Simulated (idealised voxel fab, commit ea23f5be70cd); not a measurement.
Process module, titled voxel double patterning
Xsec cut, 175 nm wide, square cell size 5 nm.
In this document a cross-section is written as a grid of square cells. It is given as a series of bands, listed from the top down, and a band is one or more rows of cells. Look at the band entry: it leads with the top's height and the bottom's height in nm. Then it lists the materials left to right, with a width in nm for each. The word "edge to edge" on a single material says that material fills the band edge to edge. The word "blank" is empty space. Convention: height 0 is the level below which the wafer, as received, is all one material. The lowest band does not terminate at the bottom but continues downward, represented as "0 -> down". Quick explanation for "30 to 40": the width changes in equal steps down the rows of cells, from the first number in the band's top row to the second number in its bottom row. Basically "all unchanged" means that step didn't change any cell in the cross-section. The label "Sealed-off cavities" introduces a list of the empty spaces, 8 cells or larger, that have no open way up to the top; each entry in it reads width x height at distance, where the distance is taken from the left edge and all three are stated in nm. Heads up: the bit after the settings on a step's line is the simulator's remark on that step. When a step includes a mask, the "overlay nm" setting on its line states how far to the right of its planned place that mask lay, and negative values state how far to the left.
[Process steps foreseen in the plan]
step 1: RECEIVE | material Si
step 2: CONFORMAL_DEP | material SiN | thk nm 10
step 3: DIRECTIONAL_DEP | material SiO2 | thk nm 20
step 4: DIRECTIONAL_DEP | material SiCN | thk nm 10
step 5: MASKED_ETCH | tone open | mask id FIRST | width nm 15 | pitch nm 50 | etch materials SiCN | depth nm 10 | overlay nm 0
step 6: DIRECTIONAL_DEP | material aC | thk nm 15
step 7: PATTERN | tone open | mask id SECOND | material resist | width nm 15 | thk nm 35 | overlay nm 0
step 8: DIRECTIONAL_ETCH | etch materials aC | depth nm 15
step 9: STRIP | etch materials resist
step 10: DIRECTIONAL_ETCH | etch materials SiCN | depth nm 10
step 11: STRIP | etch materials aC
step 12: DIRECTIONAL_ETCH | etch materials SiO2 | depth nm 20
step 13: STRIP | etch materials SiCN
[Step 1 complete: cross-section of the wafer as received]
    0 -> down: Si edge to edge
    Sealed-off cavities: none
[First wafer of two, sectioned at end of module; run went per plan]
    30 -> 10: SiO2=55 | blank=15 | SiO2=10 | blank=15 | SiO2=10 | blank=15 | SiO2=55
    10 -> 0: SiN edge to edge
    0 -> down: Si edge to edge
    Sealed-off cavities: none
[Second of two wafers, module complete, sectioned: it shares the first wafer's start and plan but was run with one mistake]
    50 -> 30: SiO2=55 | blank=15 | SiO2=10 | blank=15 | SiO2=10 | blank=15 | SiO2=55
    30 -> 10: SiO2 edge to edge
    10 -> 0: SiN edge to edge
    0 -> down: Si edge to edge
    Sealed-off cavities: none
Diagnosis: step 3 in the plan was executed twice
The closing comparison, in cells, has the second wafer with more or fewer of some materials than the first: SiO2 +140
